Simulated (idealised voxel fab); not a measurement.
Name of the process module below: voxel self aligned contacts
The figure presents cross-section cut, which has a width of 250 nm and is divided into square cells with an edge length of 5 nm.
Bands, listed from the top down, are how a cross-section gets written in this document; the cross-section itself is a grid of square cells, and a band is one or more rows of them.
It is stipulated that each band's entry specify, in nanometres, the height of the top of the band and then that of its bottom, followed by the materials of the band in left-to-right sequence, each together with its width in nanometres. A single material marked by the word "full width" is understood to fill the band from edge to edge; the word "blank" is understood to denote empty space.
Height 0 is the level under which the wafer as received is all one material. The lowest band goes on downwards, as in "0 down".
It should be noted that a width expressed as "30 to 40" varies in equal increments from row to row of cells within the band, taking the value of the first number at the top row and that of the second number at the bottom row.
The cross-section has no changed cell in any step marked "remained the same".
"Sealed internal cavities" lists enclosed empty spaces (at least 8 cells, no open path upward to the top), each as width x height at distance from the left edge, in nm.
Note: text after step settings on the step line = simulator remark on that step.
overlay nm: right-of-plan distance of the mask on a masked step; negative values mean left-of-plan.

[Here's what the planned process steps look like]
1) RECEIVE (material Si)
2) OXIDIZE (depth nm 5)
3) DIRECTIONAL_DEP (material polySi; thk nm 20)
4) DIRECTIONAL_DEP (material SiN; thk nm 20)
5) MASKED_ETCH (tone cover; mask id GATE; width nm 25; pitch nm 60; etch materials SiN; depth nm 20; overlay nm 0)
6) MASKED_ETCH (tone cover; mask id GATE; width nm 25; pitch nm 60; etch materials polySi; depth nm 20; overlay nm 0)
7) CONFORMAL_DEP (material SiN; thk nm 10)
8) DIRECTIONAL_ETCH (etch materials SiN; depth nm 10)
9) FILL_DEP (material SiO2; thk nm 10)
10) CMP (height nm 45)
11) MASKED_ETCH (tone open; mask id CONTACT; width nm 45; pitch nm 60; etch materials SiO2; depth nm 50; overlay nm 0)
12) CONFORMAL_DEP (material TiN; thk nm 5)
13) FILL_DEP (material Ru; thk nm 10)
14) CMP (height nm 45)
15) CONFORMAL_DEP (material SiCN; thk nm 5)

[As-received state of the wafer in cross-section, equivalent to post-step 1]
0 down = Si full width
Sealed internal cavities: none

[Final cross-section, module run with one mistake (start and plan as above)]
50 to 45 = SiCN full width
45 to 40 = SiO2 70 | TiN 30 | Ru 5 | TiN 10 | SiO2 15 | TiN 30 | Ru 5 | TiN 10 | SiO2 75
40 to 25 = SiO2 50 | SiN 45 | TiN 5 | Ru 5 | TiN 5 | SiN 45 | TiN 5 | Ru 5 | TiN 5 | SiN 45 | SiO2 35
25 to 20 = SiO2 50 | SiN 45 | TiN 15 | SiN 45 | TiN 15 | SiN 45 | SiO2 35
20 to 0 = SiO2 40 | SiN 10 | polySi 35 | SiN 10 | TiN 5 | SiN 10 | polySi 35 | SiN 10 | TiN 5 | SiN 10 | polySi 35 | SiN 10 | SiO2 35
0 to -5 = SiO2 95 | TiN 5 | SiO2 55 | TiN 5 | SiO2 90
-5 down = Si full width
Sealed internal cavities: none
Heads up, the wafer didn't run the way we planned it: so step 5 ended up running with a different setting than we planned, it ran as MASKED_ETCH (tone cover; mask id GATE; width nm 25; pitch nm 60; etch materials SiN; depth nm 20; overlay nm 10)
